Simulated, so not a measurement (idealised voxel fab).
process module | voxel ribs on slabs
cross-section cut | 225 nm wide | cells 5 nm
A cross-section is a grid of square cells, given in bands from the top down. A band is one or more rows of cells.
Each band's line starts with the height of the band's top and of its bottom, in nm. Then come its materials from left to right, each with its width in nm. One material with "throughout" fills the band from edge to edge. "air" is empty space.
Height 0 is the level under which the wafer as received is all one material. The lowest band goes on downwards, as in "0 down".
A width such as "30 to 40" changes by the same amount from each row of cells to the next, from the band's top row to its bottom row.
"no change" after a step means that no cell of the cross-section changed.
closed voids: empty space of 8 cells or more with no open way to the top, each as width x height at its distance from the left edge, in nm
after a step's settings: what the simulator itself notes on the step
overlay nm, on a step with a mask: how far to the right of its planned place the mask lay; to the left if negative
plan
1 op RECEIVE | material Si
2 op DIRECTIONAL_DEP | material SiO2 | thk nm 20
3 op DIRECTIONAL_DEP | material SiN | thk nm 25
4 op PATTERN | tone cover | mask id RIB | material resist | width nm 15 | thk nm 15 | overlay nm 0
5 op DIRECTIONAL_ETCH | etch materials SiN | depth nm 15
6 op STRIP | etch materials resist
7 op MASKED_ETCH | tone cover | mask id SLAB | width nm 55 | etch materials SiN | depth nm 10 | overlay nm 0
8 op FILL_DEP | material SiO2 | thk nm 25
9 op CMP | height nm 65
10 op DIRECTIONAL_DEP | material TiN | thk nm 10
11 op MASKED_ETCH | tone cover | mask id HEATER | width nm 25 | etch materials TiN | depth nm 10 | overlay nm 0
12 op CONFORMAL_DEP | material SiN | thk nm 10
varied across the wafers: width nm of step 7. The plan shows the first wafer's value. All wafers start alike
first wafer as received, after step 1
  0 down: Si throughout
  closed voids: none
each wafer at the end: cells of each material gained (+) or lost (-) since it was received, then its closed voids
width nm 55 | +129 SiN | +554 SiO2 | +10 TiN | closed voids: none
width nm 60 | +131 SiN | +552 SiO2 | +10 TiN | closed voids: none
width nm 65 | +133 SiN | +550 SiO2 | +10 TiN | closed voids: none
width nm 70 | +135 SiN | +548 SiO2 | +10 TiN | closed voids: none
width nm 75 | +137 SiN | +546 SiO2 | +10 TiN | closed voids: none
width nm 80 | +139 SiN | +544 SiO2 | +10 TiN | closed voids: none
